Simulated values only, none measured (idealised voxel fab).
A process module follows: voxel transistor to metal.
Each square cell in cross-section cut measures 5 nm, and the section as a whole is 165 nm wide.
Notation: cross-section as square-cell grid; stated in bands, top first, going down; one or more cell rows per band.
Band: top height; bottom height; in nm. Then, left to right: material with width in nm, for each material. "full width": a single material spanning edge to edge. "blank": empty space.
We count height from 0. Below that, the starting wafer is all one material. The lowest band never ends at the bottom but goes on down; see "from 0 down" for how that is written.
Width "30..40": first value at the band's top row of cells, second value at its bottom row, equal change from row to row.
Take "same as before" at face value: in the step it is given for, the cross-section changed in none of its cells.
Basically, "Entrapped voids" tells you about the enclosed voids: empty spaces with no open way to the top, 8 cells or bigger, each written width x height at distance, where distance is from the left edge, all in nm.
Post-settings text on a step line: simulator's own remark regarding the step.
overlay nm: where the mask lay relative to plan, measured to the right, on steps with a mask; negatives go left.
Below is the list of planned process steps
1,RECEIVE (material Si)
2,CONFORMAL_DEP (material SiO2; thk nm 5)
3,CONFORMAL_DEP (material SiN; thk nm 15)
4,PATTERN (tone cover; mask id ACTIVE; material resist; width nm 95; thk nm 15; overlay nm 0)
5,DIRECTIONAL_ETCH (etch materials SiN; depth nm 15)
6,DIRECTIONAL_ETCH (etch materials SiO2; depth nm 5)
7,DIRECTIONAL_ETCH (etch materials Si; depth nm 35)
8,STRIP (etch materials resist)
9,FILL_DEP (material SiO2; thk nm 15)
10,CMP (height nm 20)
11,SELECTIVE_ETCH (etch materials SiO2; depth nm 10)
12,STRIP (etch materials SiN)
13,SELECTIVE_ETCH (etch materials SiO2; depth nm 5)
14,OXIDIZE (depth nm 5)
15,DIRECTIONAL_DEP (material polySi; thk nm 25)
16,DIRECTIONAL_DEP (material SiCN; thk nm 10)
17,DIRECTIONAL_DEP (material aC; thk nm 15)
18,PATTERN (tone cover; mask id GATE; material resist; width nm 15; thk nm 30; overlay nm 0)
19,DIRECTIONAL_ETCH (etch materials aC; depth nm 15)
20,STRIP (etch materials resist)
21,DIRECTIONAL_ETCH (etch materials SiCN; depth nm 20)
22,DIRECTIONAL_ETCH (etch materials polySi; depth nm 35)
23,STRIP (etch materials aC)
24,CONFORMAL_DEP (material SiN; thk nm 10)
25,DIRECTIONAL_ETCH (etch materials SiN; depth nm 10)
26,DIRECTIONAL_ETCH (etch materials SiO2; depth nm 5)
27,DIRECTIONAL_ETCH (etch materials Si; depth nm 15)
28,EPI (material pSi; thk nm 20)
29,FILL_DEP (material SiO2; thk nm 5)
30,CMP (height nm 35)
31,DIRECTIONAL_DEP (material SiO2; thk nm 15)
32,PATTERN (tone open; mask id CONTACT; material resist; width nm 30; pitch nm 55; thk nm 15; overlay nm 0)
33,DIRECTIONAL_ETCH (etch materials SiO2; depth nm 35)
34,STRIP (etch materials resist)
35,CONFORMAL_DEP (material TiN; thk nm 5)
36,FILL_DEP (material W; thk nm 10)
37,CMP (height nm 50)
38,CONFORMAL_DEP (material SiCN; thk nm 5)
39,DIRECTIONAL_DEP (material SiO2; thk nm 25)
40,DIRECTIONAL_DEP (material aC; thk nm 10)
41,PATTERN (tone open; mask id METAL_1; material resist; width nm 20; pitch nm 65; thk nm 25; overlay nm 0)
42,DIRECTIONAL_ETCH (etch materials aC; depth nm 10)
43,STRIP (etch materials resist)
44,DIRECTIONAL_ETCH (etch materials SiO2; depth nm 25)
45,DIRECTIONAL_ETCH (etch materials SiCN; depth nm 5)
46,STRIP (etch materials aC)
47,CONFORMAL_DEP (material TiN; thk nm 5)
48,FILL_DEP (material Cu; thk nm 5)
49,CMP (height nm 80)
50,CONFORMAL_DEP (material SiCN; thk nm 5)
51,DIRECTIONAL_DEP (material SiO2; thk nm 30)
52,DIRECTIONAL_DEP (material aC; thk nm 15)
53,PATTERN (tone open; mask id METAL_2; material resist; width nm 20; pitch nm 65; thk nm 35; overlay nm 0)
54,DIRECTIONAL_ETCH (etch materials aC; depth nm 15)
55,STRIP (etch materials resist)
56,DIRECTIONAL_ETCH (etch materials SiO2; depth nm 15)
57,STRIP (etch materials aC)
58,MASKED_ETCH (tone open; mask id METAL_2_HOLES; width nm 15; pitch nm 65; etch materials SiO2; depth nm 15; overlay nm 0)
59,MASKED_ETCH (tone open; mask id METAL_2_HOLES; width nm 15; pitch nm 65; etch materials SiCN; depth nm 5; overlay nm 0)
60,CONFORMAL_DEP (material TiN; thk nm 5)
61,FILL_DEP (material Cu; thk nm 5)
62,CMP (height nm 115)
63,CONFORMAL_DEP (material SiN; thk nm 5)
Concerning the first of two wafers, which was run in accordance with the plan
Cross-section of the wafer at receipt, which is the condition after step 1
from 0 down: Si full width
Entrapped voids: none
Cross-sectional representation of the wafer at the conclusion of step 2
from 5 to 0: SiO2 full width
Below a height of 0, the structure has not been altered.
Cross-sectional representation of the wafer at the conclusion of step 3
from 20 to 5: SiN full width
Below a height of 5, the structure has not been altered.
Cross-sectional representation of the wafer at the conclusion of step 4
from 35 to 20: 35 of blank | 95 of resist | 35 of blank
Below a height of 20, the structure has not been altered.
Cross-sectional representation of the wafer at the conclusion of step 5
from 35 to 20: 35 of blank | 95 of resist | 35 of blank
from 20 to 5: 35 of blank | 95 of SiN | 35 of blank
Below a height of 5, the structure has not been altered.
Cross-sectional representation of the wafer at the conclusion of step 6
from 35 to 20: 35 of blank | 95 of resist | 35 of blank
from 20 to 5: 35 of blank | 95 of SiN | 35 of blank
from 5 to 0: 35 of blank | 95 of SiO2 | 35 of blank
Below a height of 0, the structure has not been altered.
Cross-sectional representation of the wafer at the conclusion of step 7
from 35 to 20: 35 of blank | 95 of resist | 35 of blank
from 20 to 5: 35 of blank | 95 of SiN | 35 of blank
from 5 to 0: 35 of blank | 95 of SiO2 | 35 of blank
from 0 to -35: 35 of blank | 95 of Si | 35 of blank
Below a height of -35, the structure has not been altered.
Cross-sectional representation of the wafer at the conclusion of step 8
from 20 to 5: 35 of blank | 95 of SiN | 35 of blank
Below a height of 5, the structure has not been altered.
Cross-sectional representation of the wafer at the conclusion of step 9
from 35 to 20: SiO2 full width
from 20 to 5: 35 of SiO2 | 95 of SiN | 35 of SiO2
from 5 to 0: SiO2 full width
from 0 to -35: 35 of SiO2 | 95 of Si | 35 of SiO2
Below a height of -35, the structure has not been altered.
Cross-sectional representation of the wafer at the conclusion of step 10
from 20 to 5: 35 of SiO2 | 95 of SiN | 35 of SiO2
Below a height of 5, the structure has not been altered.
Cross-sectional representation of the wafer at the conclusion of step 11
from 20 to 10: 35 of blank | 95 of SiN | 35 of blank
Below a height of 10, the structure has not been altered.
Cross-sectional representation of the wafer at the conclusion of step 12
from 10 to 5: 35 of SiO2 | 95 of blank | 35 of SiO2
Below a height of 5, the structure has not been altered.
Cross-sectional representation of the wafer at the conclusion of step 13
from 5 to 0: 30 of SiO2 | 105 of blank | 30 of SiO2
Below a height of 0, the structure has not been altered.
Cross-sectional representation of the wafer at the conclusion of step 14
from 5 to 0: 30 of SiO2 | 105 of blank | 30 of SiO2
from 0 to -5: SiO2 full width
Below a height of -5, the structure has not been altered.
Cross-sectional representation of the wafer at the conclusion of step 15
from 30 to 25: 30 of polySi | 105 of blank | 30 of polySi
from 25 to 5: polySi full width
from 5 to 0: 30 of SiO2 | 105 of polySi | 30 of SiO2
Below a height of 0, the structure has not been altered.
Cross-sectional representation of the wafer at the conclusion of step 16
from 40 to 35: 30 of SiCN | 105 of blank | 30 of SiCN
from 35 to 30: SiCN full width
from 30 to 25: 30 of polySi | 105 of SiCN | 30 of polySi
Below a height of 25, the structure has not been altered.
Cross-sectional representation of the wafer at the conclusion of step 17
from 55 to 50: 30 of aC | 105 of blank | 30 of aC
from 50 to 40: aC full width
from 40 to 35: 30 of SiCN | 105 of aC | 30 of SiCN
Below a height of 35, the structure has not been altered.
Cross-sectional representation of the wafer at the conclusion of step 18
from 85 to 55: 75 of blank | 15 of resist | 75 of blank
from 55 to 50: 30 of aC | 45 of blank | 15 of resist | 45 of blank | 30 of aC
Below a height of 50, the structure has not been altered.
Cross-sectional representation of the wafer at the conclusion of step 19
from 70 to 50: 75 of blank | 15 of resist | 75 of blank
from 50 to 40: 75 of blank | 15 of aC | 75 of blank
from 40 to 35: 30 of SiCN | 45 of blank | 15 of aC | 45 of blank | 30 of SiCN
Below a height of 35, the structure has not been altered.
Cross-sectional representation of the wafer at the conclusion of step 20
from 50 to 40: 75 of blank | 15 of aC | 75 of blank
Below a height of 40, the structure has not been altered.
Cross-sectional representation of the wafer at the conclusion of step 21
from 50 to 35: 75 of blank | 15 of aC | 75 of blank
from 35 to 30: 75 of blank | 15 of SiCN | 75 of blank
from 30 to 25: 30 of polySi | 45 of blank | 15 of SiCN | 45 of blank | 30 of polySi
Below a height of 25, the structure has not been altered.
Cross-sectional representation of the wafer at the conclusion of step 22
from 50 to 35: 75 of blank | 15 of aC | 75 of blank
from 35 to 25: 75 of blank | 15 of SiCN | 75 of blank
from 25 to 5: 75 of blank | 15 of polySi | 75 of blank
from 5 to 0: 30 of SiO2 | 45 of blank | 15 of polySi | 45 of blank | 30 of SiO2
Below a height of 0, the structure has not been altered.
Cross-sectional representation of the wafer at the conclusion of step 23
from 35 to 25: 75 of blank | 15 of SiCN | 75 of blank
Below a height of 25, the structure has not been altered.
Cross-sectional representation of the wafer at the conclusion of step 24
from 45 to 35: 65 of blank | 35 of SiN | 65 of blank
from 35 to 25: 65 of blank | 10 of SiN | 15 of SiCN | 10 of SiN | 65 of blank
from 25 to 15: 65 of blank | 10 of SiN | 15 of polySi | 10 of SiN | 65 of blank
from 15 to 10: 40 of SiN | 25 of blank | 10 of SiN | 15 of polySi | 10 of SiN | 25 of blank | 40 of SiN
from 10 to 5: 75 of SiN | 15 of polySi | 75 of SiN
from 5 to 0: 30 of SiO2 | 45 of SiN | 15 of polySi | 45 of SiN | 30 of SiO2
Below a height of 0, the structure has not been altered.
Cross-sectional representation of the wafer at the conclusion of step 25
from 35 to 25: 65 of blank | 10 of SiN | 15 of SiCN | 10 of SiN | 65 of blank
from 25 to 5: 65 of blank | 10 of SiN | 15 of polySi | 10 of SiN | 65 of blank
from 5 to 0: 30 of SiO2 | 10 of SiN | 25 of blank | 10 of SiN | 15 of polySi | 10 of SiN | 25 of blank | 10 of SiN | 30 of SiO2
Below a height of 0, the structure has not been altered.
Cross-sectional representation of the wafer at the conclusion of step 26
from 35 to 25: 65 of blank | 10 of SiN | 15 of SiCN | 10 of SiN | 65 of blank
from 25 to 5: 65 of blank | 10 of SiN | 15 of polySi | 10 of SiN | 65 of blank
from 5 to 0: 30 of blank | 10 of SiN | 25 of blank | 10 of SiN | 15 of polySi | 10 of SiN | 25 of blank | 10 of SiN | 30 of blank
from 0 to -5: 40 of SiO2 | 25 of blank | 35 of SiO2 | 25 of blank | 40 of SiO2
Below a height of -5, the structure has not been altered.
Cross-sectional representation of the wafer at the conclusion of step 27
from 35 to 25: 65 of blank | 10 of SiN | 15 of SiCN | 10 of SiN | 65 of blank
from 25 to 5: 65 of blank | 10 of SiN | 15 of polySi | 10 of SiN | 65 of blank
from 5 to 0: 30 of blank | 10 of SiN | 25 of blank | 10 of SiN | 15 of polySi | 10 of SiN | 25 of blank | 10 of SiN | 30 of blank
from 0 to -5: 40 of SiO2 | 25 of blank | 35 of SiO2 | 25 of blank | 40 of SiO2
from -5 to -20: 35 of SiO2 | 5 of Si | 25 of blank | 35 of Si | 25 of blank | 5 of Si | 35 of SiO2
Below a height of -20, the structure has not been altered.
Cross-sectional representation of the wafer at the conclusion of step 28
from 35 to 25: 65 of blank | 10 of SiN | 15 of SiCN | 10 of SiN | 65 of blank
from 25 to 15: 65 of blank | 10 of SiN | 15 of polySi | 10 of SiN | 65 of blank
from 15 to 5: 30 of blank | 35 of pSi | 10 of SiN | 15 of polySi | 10 of SiN | 35 of pSi | 30 of blank
from 5 to 0: 30 of blank | 10 of SiN | 25 of pSi | 10 of SiN | 15 of polySi | 10 of SiN | 25 of pSi | 10 of SiN | 30 of blank
from 0 to -5: 40 of SiO2 | 25 of pSi | 35 of SiO2 | 25 of pSi | 40 of SiO2
from -5 to -20: 35 of SiO2 | 5 of Si | 25 of pSi | 35 of Si | 25 of pSi | 5 of Si | 35 of SiO2
Below a height of -20, the structure has not been altered.
Cross-sectional representation of the wafer at the conclusion of step 29
from 40 to 35: SiO2 full width
from 35 to 25: 65 of SiO2 | 10 of SiN | 15 of SiCN | 10 of SiN | 65 of SiO2
from 25 to 15: 65 of SiO2 | 10 of SiN | 15 of polySi | 10 of SiN | 65 of SiO2
from 15 to 5: 30 of SiO2 | 35 of pSi | 10 of SiN | 15 of polySi | 10 of SiN | 35 of pSi | 30 of SiO2
from 5 to 0: 30 of SiO2 | 10 of SiN | 25 of pSi | 10 of SiN | 15 of polySi | 10 of SiN | 25 of pSi | 10 of SiN | 30 of SiO2
Below a height of 0, the structure has not been altered.
Cross-sectional representation of the wafer at the conclusion of step 30
from 35 to 25: 65 of SiO2 | 10 of SiN | 15 of SiCN | 10 of SiN | 65 of SiO2
Below a height of 25, the structure has not been altered.
Cross-sectional representation of the wafer at the conclusion of step 31
from 50 to 35: SiO2 full width
Below a height of 35, the structure has not been altered.
Cross-sectional representation of the wafer at the conclusion of step 32
from 65 to 50: 40 of resist | 30 of blank | 25 of resist | 30 of blank | 40 of resist
Below a height of 50, the structure has not been altered.
Cross-sectional representation of the wafer at the conclusion of step 33
from 65 to 50: 40 of resist | 30 of blank | 25 of resist | 30 of blank | 40 of resist
from 50 to 35: 40 of SiO2 | 30 of blank | 25 of SiO2 | 30 of blank | 40 of SiO2
from 35 to 25: 40 of SiO2 | 25 of blank | 10 of SiN | 15 of SiCN | 10 of SiN | 25 of blank | 40 of SiO2
from 25 to 15: 40 of SiO2 | 25 of blank | 10 of SiN | 15 of polySi | 10 of SiN | 25 of blank | 40 of SiO2
Below a height of 15, the structure has not been altered.
Cross-sectional representation of the wafer at the conclusion of step 34
from 50 to 35: 40 of SiO2 | 30 of blank | 25 of SiO2 | 30 of blank | 40 of SiO2
Below a height of 35, the structure has not been altered.
Cross-sectional representation of the wafer at the conclusion of step 35
from 55 to 50: 45 of TiN | 20 of blank | 35 of TiN | 20 of blank | 45 of TiN
from 50 to 40: 40 of SiO2 | 5 of TiN | 20 of blank | 5 of TiN | 25 of SiO2 | 5 of TiN | 20 of blank | 5 of TiN | 40 of SiO2
from 40 to 35: 40 of SiO2 | 5 of TiN | 15 of blank | 10 of TiN | 25 of SiO2 | 10 of TiN | 15 of blank | 5 of TiN | 40 of SiO2
from 35 to 25: 40 of SiO2 | 5 of TiN | 15 of blank | 5 of TiN | 10 of SiN | 15 of SiCN | 10 of SiN | 5 of TiN | 15 of blank | 5 of TiN | 40 of SiO2
from 25 to 20: 40 of SiO2 | 5 of TiN | 15 of blank | 5 of TiN | 10 of SiN | 15 of polySi | 10 of SiN | 5 of TiN | 15 of blank | 5 of TiN | 40 of SiO2
from 20 to 15: 40 of SiO2 | 25 of TiN | 10 of SiN | 15 of polySi | 10 of SiN | 25 of TiN | 40 of SiO2
Below a height of 15, the structure has not been altered.
Cross-sectional representation of the wafer at the conclusion of step 36
from 65 to 55: W full width
from 55 to 50: 45 of TiN | 20 of W | 35 of TiN | 20 of W | 45 of TiN
from 50 to 40: 40 of SiO2 | 5 of TiN | 20 of W | 5 of TiN | 25 of SiO2 | 5 of TiN | 20 of W | 5 of TiN | 40 of SiO2
from 40 to 35: 40 of SiO2 | 5 of TiN | 15 of W | 10 of TiN | 25 of SiO2 | 10 of TiN | 15 of W | 5 of TiN | 40 of SiO2
from 35 to 25: 40 of SiO2 | 5 of TiN | 15 of W | 5 of TiN | 10 of SiN | 15 of SiCN | 10 of SiN | 5 of TiN | 15 of W | 5 of TiN | 40 of SiO2
from 25 to 20: 40 of SiO2 | 5 of TiN | 15 of W | 5 of TiN | 10 of SiN | 15 of polySi | 10 of SiN | 5 of TiN | 15 of W | 5 of TiN | 40 of SiO2
Below a height of 20, the structure has not been altered.
Cross-sectional representation of the wafer at the conclusion of step 37
from 50 to 40: 40 of SiO2 | 5 of TiN | 20 of W | 5 of TiN | 25 of SiO2 | 5 of TiN | 20 of W | 5 of TiN | 40 of SiO2
Below a height of 40, the structure has not been altered.
Cross-sectional representation of the wafer at the conclusion of step 38
from 55 to 50: SiCN full width
Below a height of 50, the structure has not been altered.
Cross-sectional representation of the wafer at the conclusion of step 39
from 80 to 55: SiO2 full width
Below a height of 55, the structure has not been altered.
Cross-sectional representation of the wafer at the conclusion of step 40
from 90 to 80: aC full width
Below a height of 80, the structure has not been altered.
Cross-sectional representation of the wafer at the conclusion of step 41
from 115 to 90: 40 of resist | 20 of blank | 45 of resist | 20 of blank | 40 of resist
Below a height of 90, the structure has not been altered.
Cross-sectional representation of the wafer at the conclusion of step 42
from 105 to 90: 40 of resist | 20 of blank | 45 of resist | 20 of blank | 40 of resist
from 90 to 80: 40 of aC | 20 of blank | 45 of aC | 20 of blank | 40 of aC
Below a height of 80, the structure has not been altered.
Cross-sectional representation of the wafer at the conclusion of step 43
from 90 to 80: 40 of aC | 20 of blank | 45 of aC | 20 of blank | 40 of aC
Below a height of 80, the structure has not been altered.
Cross-sectional representation of the wafer at the conclusion of step 44
from 90 to 80: 40 of aC | 20 of blank | 45 of aC | 20 of blank | 40 of aC
from 80 to 55: 40 of SiO2 | 20 of blank | 45 of SiO2 | 20 of blank | 40 of SiO2
Below a height of 55, the structure has not been altered.
Cross-sectional representation of the wafer at the conclusion of step 45
from 90 to 80: 40 of aC | 20 of blank | 45 of aC | 20 of blank | 40 of aC
from 80 to 55: 40 of SiO2 | 20 of blank | 45 of SiO2 | 20 of blank | 40 of SiO2
from 55 to 50: 40 of SiCN | 20 of blank | 45 of SiCN | 20 of blank | 40 of SiCN
Below a height of 50, the structure has not been altered.
Cross-sectional representation of the wafer at the conclusion of step 46
from 80 to 55: 40 of SiO2 | 20 of blank | 45 of SiO2 | 20 of blank | 40 of SiO2
Below a height of 55, the structure has not been altered.
Cross-sectional representation of the wafer at the conclusion of step 47
from 85 to 80: 45 of TiN | 10 of blank | 55 of TiN | 10 of blank | 45 of TiN
from 80 to 55: 40 of SiO2 | 5 of TiN | 10 of blank | 5 of TiN | 45 of SiO2 | 5 of TiN | 10 of blank | 5 of TiN | 40 of SiO2
from 55 to 50: 40 of SiCN | 20 of TiN | 45 of SiCN | 20 of TiN | 40 of SiCN
Below a height of 50, the structure has not been altered.
Cross-sectional representation of the wafer at the conclusion of step 48
from 90 to 85: Cu full width
from 85 to 80: 45 of TiN | 10 of Cu | 55 of TiN | 10 of Cu | 45 of TiN
from 80 to 55: 40 of SiO2 | 5 of TiN | 10 of Cu | 5 of TiN | 45 of SiO2 | 5 of TiN | 10 of Cu | 5 of TiN | 40 of SiO2
Below a height of 55, the structure has not been altered.
Cross-sectional representation of the wafer at the conclusion of step 49
from 80 to 55: 40 of SiO2 | 5 of TiN | 10 of Cu | 5 of TiN | 45 of SiO2 | 5 of TiN | 10 of Cu | 5 of TiN | 40 of SiO2
Below a height of 55, the structure has not been altered.
Cross-sectional representation of the wafer at the conclusion of step 50
from 85 to 80: SiCN full width
Below a height of 80, the structure has not been altered.
Cross-sectional representation of the wafer at the conclusion of step 51
from 115 to 85: SiO2 full width
Below a height of 85, the structure has not been altered.
Cross-sectional representation of the wafer at the conclusion of step 52
from 130 to 115: aC full width
Below a height of 115, the structure has not been altered.
Cross-sectional representation of the wafer at the conclusion of step 53
from 165 to 130: 40 of resist | 20 of blank | 45 of resist | 20 of blank | 40 of resist
Below a height of 130, the structure has not been altered.
Cross-sectional representation of the wafer at the conclusion of step 54
from 150 to 130: 40 of resist | 20 of blank | 45 of resist | 20 of blank | 40 of resist
from 130 to 115: 40 of aC | 20 of blank | 45 of aC | 20 of blank | 40 of aC
Below a height of 115, the structure has not been altered.
Cross-sectional representation of the wafer at the conclusion of step 55
from 130 to 115: 40 of aC | 20 of blank | 45 of aC | 20 of blank | 40 of aC
Below a height of 115, the structure has not been altered.
Cross-sectional representation of the wafer at the conclusion of step 56
from 130 to 115: 40 of aC | 20 of blank | 45 of aC | 20 of blank | 40 of aC
from 115 to 100: 40 of SiO2 | 20 of blank | 45 of SiO2 | 20 of blank | 40 of SiO2
Below a height of 100, the structure has not been altered.
Cross-sectional representation of the wafer at the conclusion of step 57
from 115 to 100: 40 of SiO2 | 20 of blank | 45 of SiO2 | 20 of blank | 40 of SiO2
Below a height of 100, the structure has not been altered.
Cross-sectional representation of the wafer at the conclusion of step 58
from 115 to 100: 40 of SiO2 | 20 of blank | 45 of SiO2 | 20 of blank | 40 of SiO2
from 100 to 85: 40 of SiO2 | 15 of blank | 50 of SiO2 | 15 of blank | 45 of SiO2
Below a height of 85, the structure has not been altered.
Cross-sectional representation of the wafer at the conclusion of step 59
from 115 to 100: 40 of SiO2 | 20 of blank | 45 of SiO2 | 20 of blank | 40 of SiO2
from 100 to 85: 40 of SiO2 | 15 of blank | 50 of SiO2 | 15 of blank | 45 of SiO2
from 85 to 80: 40 of SiCN | 15 of blank | 50 of SiCN | 15 of blank | 45 of SiCN
Below a height of 80, the structure has not been altered.
Cross-sectional representation of the wafer at the conclusion of step 60
from 120 to 115: 45 of TiN | 10 of blank | 55 of TiN | 10 of blank | 45 of TiN
from 115 to 105: 40 of SiO2 | 5 of TiN | 10 of blank | 5 of TiN | 45 of SiO2 | 5 of TiN | 10 of blank | 5 of TiN | 40 of SiO2
from 105 to 100: 40 of SiO2 | 5 of TiN | 5 of blank | 10 of TiN | 45 of SiO2 | 5 of TiN | 5 of blank | 10 of TiN | 40 of SiO2
from 100 to 85: 40 of SiO2 | 5 of TiN | 5 of blank | 5 of TiN | 50 of SiO2 | 5 of TiN | 5 of blank | 5 of TiN | 45 of SiO2
from 85 to 80: 40 of SiCN | 15 of TiN | 50 of SiCN | 15 of TiN | 45 of SiCN
Below a height of 80, the structure has not been altered.
Cross-sectional representation of the wafer at the conclusion of step 61
from 125 to 120: Cu full width
from 120 to 115: 45 of TiN | 10 of Cu | 55 of TiN | 10 of Cu | 45 of TiN
from 115 to 105: 40 of SiO2 | 5 of TiN | 10 of Cu | 5 of TiN | 45 of SiO2 | 5 of TiN | 10 of Cu | 5 of TiN | 40 of SiO2
from 105 to 100: 40 of SiO2 | 5 of TiN | 5 of Cu | 10 of TiN | 45 of SiO2 | 5 of TiN | 5 of Cu | 10 of TiN | 40 of SiO2
from 100 to 85: 40 of SiO2 | 5 of TiN | 5 of Cu | 5 of TiN | 50 of SiO2 | 5 of TiN | 5 of Cu | 5 of TiN | 45 of SiO2
Below a height of 85, the structure has not been altered.
Cross-sectional representation of the wafer at the conclusion of step 62
from 115 to 105: 40 of SiO2 | 5 of TiN | 10 of Cu | 5 of TiN | 45 of SiO2 | 5 of TiN | 10 of Cu | 5 of TiN | 40 of SiO2
Below a height of 105, the structure has not been altered.
Cross-sectional representation of the wafer at the conclusion of step 63
from 120 to 115: SiN full width
Below a height of 115, the structure has not been altered.
The remaining wafer, second of the two, started like the first and was run to the same plan, except that one mistake was made along the way; the two coincide through step 36, inclusive
Second wafer: cross-section at the scheduled end of step 37: same as before
Second wafer: cross-section at the scheduled end of step 38
from 70 to 65: SiCN full width
Below a height of 65, the structure has not been altered.
Second wafer: cross-section at the scheduled end of step 39
from 95 to 70: SiO2 full width
Below a height of 70, the structure has not been altered.
Second wafer: cross-section at the scheduled end of step 40
from 105 to 95: aC full width
Below a height of 95, the structure has not been altered.
Second wafer: cross-section at the scheduled end of step 41
from 130 to 105: 40 of resist | 20 of blank | 45 of resist | 20 of blank | 40 of resist
Below a height of 105, the structure has not been altered.
Second wafer: cross-section at the scheduled end of step 42
from 120 to 105: 40 of resist | 20 of blank | 45 of resist | 20 of blank | 40 of resist
from 105 to 95: 40 of aC | 20 of blank | 45 of aC | 20 of blank | 40 of aC
Below a height of 95, the structure has not been altered.
Second wafer: cross-section at the scheduled end of step 43
from 105 to 95: 40 of aC | 20 of blank | 45 of aC | 20 of blank | 40 of aC
Below a height of 95, the structure has not been altered.
Second wafer: cross-section at the scheduled end of step 44
from 105 to 95: 40 of aC | 20 of blank | 45 of aC | 20 of blank | 40 of aC
from 95 to 70: 40 of SiO2 | 20 of blank | 45 of SiO2 | 20 of blank | 40 of SiO2
Below a height of 70, the structure has not been altered.
Second wafer: cross-section at the scheduled end of step 45
from 105 to 95: 40 of aC | 20 of blank | 45 of aC | 20 of blank | 40 of aC
from 95 to 70: 40 of SiO2 | 20 of blank | 45 of SiO2 | 20 of blank | 40 of SiO2
from 70 to 65: 40 of SiCN | 20 of blank | 45 of SiCN | 20 of blank | 40 of SiCN
Below a height of 65, the structure has not been altered.
Second wafer: cross-section at the scheduled end of step 46
from 95 to 70: 40 of SiO2 | 20 of blank | 45 of SiO2 | 20 of blank | 40 of SiO2
Below a height of 70, the structure has not been altered.
Second wafer: cross-section at the scheduled end of step 47
from 100 to 95: 45 of TiN | 10 of blank | 55 of TiN | 10 of blank | 45 of TiN
from 95 to 70: 40 of SiO2 | 5 of TiN | 10 of blank | 5 of TiN | 45 of SiO2 | 5 of TiN | 10 of blank | 5 of TiN | 40 of SiO2
from 70 to 65: 40 of SiCN | 20 of TiN | 45 of SiCN | 20 of TiN | 40 of SiCN
Below a height of 65, the structure has not been altered.
Second wafer: cross-section at the scheduled end of step 48
from 105 to 100: Cu full width
from 100 to 95: 45 of TiN | 10 of Cu | 55 of TiN | 10 of Cu | 45 of TiN
from 95 to 70: 40 of SiO2 | 5 of TiN | 10 of Cu | 5 of TiN | 45 of SiO2 | 5 of TiN | 10 of Cu | 5 of TiN | 40 of SiO2
Below a height of 70, the structure has not been altered.
Second wafer: cross-section at the scheduled end of step 49
from 80 to 70: 40 of SiO2 | 5 of TiN | 10 of Cu | 5 of TiN | 45 of SiO2 | 5 of TiN | 10 of Cu | 5 of TiN | 40 of SiO2
Below a height of 70, the structure has not been altered.
Second wafer: cross-section at the scheduled end of step 50
from 85 to 80: SiCN full width
Below a height of 80, the structure has not been altered.
Second wafer: cross-section at the scheduled end of step 51
from 115 to 85: SiO2 full width
Below a height of 85, the structure has not been altered.
Second wafer: cross-section at the scheduled end of step 52
from 130 to 115: aC full width
Below a height of 115, the structure has not been altered.
Second wafer: cross-section at the scheduled end of step 53
from 165 to 130: 40 of resist | 20 of blank | 45 of resist | 20 of blank | 40 of resist
Below a height of 130, the structure has not been altered.
Second wafer: cross-section at the scheduled end of step 54
from 150 to 130: 40 of resist | 20 of blank | 45 of resist | 20 of blank | 40 of resist
from 130 to 115: 40 of aC | 20 of blank | 45 of aC | 20 of blank | 40 of aC
Below a height of 115, the structure has not been altered.
Second wafer: cross-section at the scheduled end of step 55
from 130 to 115: 40 of aC | 20 of blank | 45 of aC | 20 of blank | 40 of aC
Below a height of 115, the structure has not been altered.
Second wafer: cross-section at the scheduled end of step 56
from 130 to 115: 40 of aC | 20 of blank | 45 of aC | 20 of blank | 40 of aC
from 115 to 100: 40 of SiO2 | 20 of blank | 45 of SiO2 | 20 of blank | 40 of SiO2
Below a height of 100, the structure has not been altered.
Second wafer: cross-section at the scheduled end of step 57
from 115 to 100: 40 of SiO2 | 20 of blank | 45 of SiO2 | 20 of blank | 40 of SiO2
Below a height of 100, the structure has not been altered.
Second wafer: cross-section at the scheduled end of step 58
from 115 to 100: 40 of SiO2 | 20 of blank | 45 of SiO2 | 20 of blank | 40 of SiO2
from 100 to 85: 40 of SiO2 | 15 of blank | 50 of SiO2 | 15 of blank | 45 of SiO2
Below a height of 85, the structure has not been altered.
Second wafer: cross-section at the scheduled end of step 59
from 115 to 100: 40 of SiO2 | 20 of blank | 45 of SiO2 | 20 of blank | 40 of SiO2
from 100 to 85: 40 of SiO2 | 15 of blank | 50 of SiO2 | 15 of blank | 45 of SiO2
from 85 to 80: 40 of SiCN | 15 of blank | 50 of SiCN | 15 of blank | 45 of SiCN
Below a height of 80, the structure has not been altered.
Second wafer: cross-section at the scheduled end of step 60
from 120 to 115: 45 of TiN | 10 of blank | 55 of TiN | 10 of blank | 45 of TiN
from 115 to 105: 40 of SiO2 | 5 of TiN | 10 of blank | 5 of TiN | 45 of SiO2 | 5 of TiN | 10 of blank | 5 of TiN | 40 of SiO2
from 105 to 100: 40 of SiO2 | 5 of TiN | 5 of blank | 10 of TiN | 45 of SiO2 | 5 of TiN | 5 of blank | 10 of TiN | 40 of SiO2
from 100 to 85: 40 of SiO2 | 5 of TiN | 5 of blank | 5 of TiN | 50 of SiO2 | 5 of TiN | 5 of blank | 5 of TiN | 45 of SiO2
from 85 to 80: 40 of SiCN | 15 of TiN | 50 of SiCN | 15 of TiN | 45 of SiCN
Below a height of 80, the structure has not been altered.
Second wafer: cross-section at the scheduled end of step 61
from 125 to 120: Cu full width
from 120 to 115: 45 of TiN | 10 of Cu | 55 of TiN | 10 of Cu | 45 of TiN
from 115 to 105: 40 of SiO2 | 5 of TiN | 10 of Cu | 5 of TiN | 45 of SiO2 | 5 of TiN | 10 of Cu | 5 of TiN | 40 of SiO2
from 105 to 100: 40 of SiO2 | 5 of TiN | 5 of Cu | 10 of TiN | 45 of SiO2 | 5 of TiN | 5 of Cu | 10 of TiN | 40 of SiO2
from 100 to 85: 40 of SiO2 | 5 of TiN | 5 of Cu | 5 of TiN | 50 of SiO2 | 5 of TiN | 5 of Cu | 5 of TiN | 45 of SiO2
Below a height of 85, the structure has not been altered.
Second wafer: cross-section at the scheduled end of step 62
from 115 to 105: 40 of SiO2 | 5 of TiN | 10 of Cu | 5 of TiN | 45 of SiO2 | 5 of TiN | 10 of Cu | 5 of TiN | 40 of SiO2
Below a height of 105, the structure has not been altered.
Second wafer: cross-section at the scheduled end of step 63
from 120 to 115: SiN full width
Below a height of 115, the structure has not been altered.
What was the processing mistake? plan step 37 never ran because it was skipped
Wafer comparison, final, in cells, second relative to first, materials more or fewer: 12 fewer of Cu | 75 fewer of SiO2 | 13 more of TiN | 74 more of W
